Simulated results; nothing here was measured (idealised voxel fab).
process module | voxel capacitor over wiring
cross-section cut | 275 nm wide | cells 5 nm
A cross-section is a grid of square cells, given in bands from the top down. A band is one or more rows of cells.
Each band's line starts with the height of the band's top and of its bottom, in nm. Then come its materials from left to right, each with its width in nm. One material with "throughout" fills the band from edge to edge. "air" is empty space.
Height 0 is the level under which the wafer as received is all one material. The lowest band goes on downwards, as in "0 down".
A width such as "30 to 40" changes by the same amount from each row of cells to the next, from the band's top row to its bottom row.
"no change" after a step means that no cell of the cross-section changed.
closed voids: empty space of 8 cells or more with no open way to the top, each as width x height at its distance from the left edge, in nm
after a step's settings: what the simulator itself notes on the step
overlay nm, on a step with a mask: how far to the right of its planned place the mask lay; to the left if negative
plan
1 op RECEIVE | material Si
2 op CONFORMAL_DEP | material SiO2 | thk nm 10
3 op CONFORMAL_DEP | material SiCN | thk nm 5
4 op DIRECTIONAL_DEP | material lowk | thk nm 20
5 op MASKED_ETCH | tone open | mask id METAL_1 | width nm 30 | pitch nm 90 | etch materials lowk | depth nm 20 | overlay nm 0
6 op MASKED_ETCH | tone open | mask id METAL_1 | width nm 30 | pitch nm 90 | etch materials SiCN | depth nm 5 | overlay nm 0
7 op CONFORMAL_DEP | material TiN | thk nm 5
8 op FILL_DEP | material Cu | thk nm 5
9 op CMP | height nm 35
10 op CONFORMAL_DEP | material SiCN | thk nm 5
11 op DIRECTIONAL_DEP | material SiO2 | thk nm 15
12 op PATTERN | tone open | mask id PLUG_1 | material resist | width nm 15 | thk nm 20 | overlay nm 0
13 op DIRECTIONAL_ETCH | etch materials SiO2 | depth nm 15
14 op DIRECTIONAL_ETCH | etch materials SiCN | depth nm 5
15 op STRIP | etch materials resist
16 op CONFORMAL_DEP | material TiN | thk nm 5
17 op FILL_DEP | material Ru | thk nm 10
18 op CMP | height nm 55
19 op DIRECTIONAL_DEP | material TiN | thk nm 5
20 op DIRECTIONAL_DEP | material SiN | thk nm 5
21 op DIRECTIONAL_DEP | material TiN | thk nm 5
22 op MASKED_ETCH | tone cover | mask id UPPER_PLATE | width nm 65 | etch materials TiN | depth nm 5 | overlay nm 0
23 op MASKED_ETCH | tone cover | mask id UPPER_PLATE | width nm 65 | etch materials SiN | depth nm 5 | overlay nm 0
24 op PATTERN | tone cover | mask id LOWER_PLATE | material resist | width nm 75 | thk nm 15 | overlay nm 0
25 op DIRECTIONAL_ETCH | etch materials TiN | depth nm 5
26 op STRIP | etch materials resist
27 op FILL_DEP | material SiO2 | thk nm 20
28 op CMP | height nm 85
29 op MASKED_ETCH | tone open | mask id PLUG_2 | width nm 15 | etch materials SiO2 | depth nm 15 | overlay nm 0
30 op CONFORMAL_DEP | material TiN | thk nm 5
31 op FILL_DEP | material Ru | thk nm 5
32 op CMP | height nm 85
33 op CONFORMAL_DEP | material SiN | thk nm 5
as received, after step 1
  0 down: Si throughout
  closed voids: none
a wafer at the end: this start, this plan, one mistake
  90 to 85: SiN throughout
  85 to 75: SiO2 100 | TiN 5 | Ru 5 | TiN 5 | SiO2 160
  75 to 65: SiO2 100 to 90 | TiN 15 to 65 | SiO2 160 to 120
  65 to 60: SiO2 90 | SiN 65 | SiO2 120
  60 to 55: SiO2 85 | TiN 75 | SiO2 115
  55 to 40: SiO2 90 | TiN 5 | Ru 5 | TiN 5 | SiO2 170
  40 to 35: SiCN 90 | TiN 15 | SiCN 170
  35 to 15: lowk 75 | TiN 5 | Cu 20 | TiN 5 | lowk 60 | TiN 5 | Cu 20 | TiN 5 | lowk 80
  15 to 10: SiCN 75 | TiN 30 | SiCN 60 | TiN 30 | SiCN 80
  10 to 0: SiN throughout
  0 down: Si throughout
  closed voids: none
what went wrong: step 2 ran as: op CONFORMAL_DEP | material SiN | thk nm 10
